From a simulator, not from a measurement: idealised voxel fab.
This section sets out a process module, namely voxel double patterning.
Square cells of 5 nm make up the cross-section cut, whose width is 240 nm.
Think of the cross-section as a grid of square cells. We describe it in bands, top to bottom, and each band covers one or more rows of those cells.
First you get the band's top height and its bottom height, in nm, and then the materials it's made of, left to right, with each width in nm. If you see a single material with "everywhere", that one covers the band edge to edge. "blank" is empty space.
Heights are measured from 0, the level below which the as-received wafer is all one material; the lowest band has no bottom and continues downward, written as in "0..down".
Graded width ("30->40"): value in top row of band = first number; value in bottom row = second number; row-to-row change constant.
Step note "stayed the same" = no cross-section cell changed.
"Closed void entries": sealed empty spaces, 8 cells or more, no open way to top, listed width x height at distance, with distance from the left edge and width, height and distance in nm.
If you see something after the settings on a step's line, that's the simulator's own remark about that step.
overlay nm: on a step with a mask, how far right of its planned place the mask lay; negative means left.

**Process steps foreseen in the plan**
1) RECEIVE | material Si
2) CONFORMAL_DEP | material SiO2 | thk nm 5
3) DIRECTIONAL_DEP | material W | thk nm 15
4) DIRECTIONAL_DEP | material SiCN | thk nm 5
5) PATTERN | tone open | mask id FIRST | material resist | width nm 15 | pitch nm 50 | thk nm 15 | overlay nm 0
6) DIRECTIONAL_ETCH | etch materials SiCN | depth nm 5
7) STRIP | etch materials resist
8) MASKED_ETCH | tone open | mask id SECOND | width nm 15 | pitch nm 50 | etch materials SiCN | depth nm 5 | overlay nm 0
9) DIRECTIONAL_ETCH | etch materials W | depth nm 15
10) STRIP | etch materials SiCN
Split variable: thk nm, step 2. Plan value = first wafer. Wafers start alike.

**Received wafers, first of several: cross-section after step 1**
  0..down | Si everywhere
  Closed void entries: none

**Row per wafer, end-of-module: cell gain (+)/loss (-) by material since the wafer came in, then closed voids**
thk nm 5, +48 SiO2, +99 W, Closed void entries: none
thk nm 10, +96 SiO2, +99 W, Closed void entries: none
thk nm 15, +144 SiO2, +99 W, Closed void entries: none
thk nm 20, +192 SiO2, +99 W, Closed void entries: none
thk nm 25, +240 SiO2, +99 W, Closed void entries: none
